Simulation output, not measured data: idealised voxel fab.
process module | voxel tone inversion
cross-section cut | 300 nm wide | cells 5 nm
A cross-section is a grid of square cells, given in bands from the top down. A band is one or more rows of cells.
Each band's line starts with the height of the band's top and of its bottom, in nm. Then come its materials from left to right, each with its width in nm. One material with "throughout" fills the band from edge to edge. "air" is empty space.
Height 0 is the level under which the wafer as received is all one material. The lowest band goes on downwards, as in "0 down".
A width such as "30 to 40" changes by the same amount from each row of cells to the next, from the band's top row to its bottom row.
"no change" after a step means that no cell of the cross-section changed.
closed voids: empty space of 8 cells or more with no open way to the top, each as width x height at its distance from the left edge, in nm
after a step's settings: what the simulator itself notes on the step
overlay nm, on a step with a mask: how far to the right of its planned place the mask lay; to the left if negative
plan
1 op RECEIVE | material Si
2 op CONFORMAL_DEP | material SiCN | thk nm 10
3 op DIRECTIONAL_DEP | material polySi | thk nm 20
4 op PATTERN | tone cover | mask id POSTS | material resist | width nm 25 | pitch nm 55 | thk nm 30 | overlay nm 0
5 op DIRECTIONAL_ETCH | etch materials polySi | depth nm 20
6 op STRIP | etch materials resist
7 op FILL_DEP | material SiO2 | thk nm 10
8 op CMP | height nm 30
9 op STRIP | etch materials polySi
10 op CONFORMAL_DEP | material TiN | thk nm 5
11 op FILL_DEP | material Cu | thk nm 10
12 op CMP | height nm 30
13 op CONFORMAL_DEP | material SiN | thk nm 5
as received, after step 1
  0 down: Si throughout
  closed voids: none
a wafer at the end: this start, this plan, one mistake
  35 to 30: SiN throughout
  30 to 20: SiO2 throughout
  20 to 0: SiO2 55 | polySi 25 | SiO2 30 | polySi 25 | SiO2 30 | polySi 25 | SiO2 30 | polySi 25 | SiO2 55
  0 down: Si throughout
  closed voids: none
what went wrong: step 2 was left out
